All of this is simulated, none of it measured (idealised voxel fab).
process module | voxel double patterning
cross-section cut | 210 nm wide | cells 5 nm
A cross-section is a grid of square cells, given in bands from the top down. A band is one or more rows of cells.
Each band's line starts with the height of the band's top and of its bottom, in nm. Then come its materials from left to right, each with its width in nm. One material with "throughout" fills the band from edge to edge. "air" is empty space.
Height 0 is the level under which the wafer as received is all one material. The lowest band goes on downwards, as in "0 down".
A width such as "30 to 40" changes by the same amount from each row of cells to the next, from the band's top row to its bottom row.
"no change" after a step means that no cell of the cross-section changed.
closed voids: empty space of 8 cells or more with no open way to the top, each as width x height at its distance from the left edge, in nm
after a step's settings: what the simulator itself notes on the step
overlay nm, on a step with a mask: how far to the right of its planned place the mask lay; to the left if negative
plan
1 op RECEIVE | material Si
2 op CONFORMAL_DEP | material SiO2 | thk nm 10
3 op DIRECTIONAL_DEP | material polySi | thk nm 10
4 op DIRECTIONAL_DEP | material SiN | thk nm 5
5 op PATTERN | tone open | mask id FIRST | material resist | width nm 15 | pitch nm 50 | thk nm 15 | overlay nm 0
6 op DIRECTIONAL_ETCH | etch materials SiN | depth nm 5
7 op STRIP | etch materials resist
8 op DIRECTIONAL_DEP | material aC | thk nm 10
9 op PATTERN | tone open | mask id SECOND | material resist | width nm 15 | pitch nm 50 | thk nm 25 | overlay nm 0
10 op DIRECTIONAL_ETCH | etch materials aC | depth nm 10
11 op STRIP | etch materials resist
12 op DIRECTIONAL_ETCH | etch materials SiN | depth nm 5
13 op STRIP | etch materials aC
14 op DIRECTIONAL_ETCH | etch materials polySi | depth nm 10
15 op STRIP | etch materials SiN
as received, after step 1
  0 down: Si throughout
  closed voids: none
first wafer at the end, as planned
  20 to 10: polySi 45 | air 15 | polySi 10 | air 15 | polySi 10 | air 15 | polySi 10 | air 15 | polySi 10 | air 15 | polySi 50
  10 to 0: SiO2 throughout
  0 down: Si throughout
  closed voids: none
second wafer at the end: like start, like plan, one mistake
  20 to 10: SiO2 throughout
  10 to 0: polySi throughout
  0 down: Si throughout
  closed voids: none
what went wrong: steps 2 and 3 were swapped
at the end the second wafer has, in cells: 30 more of polySi
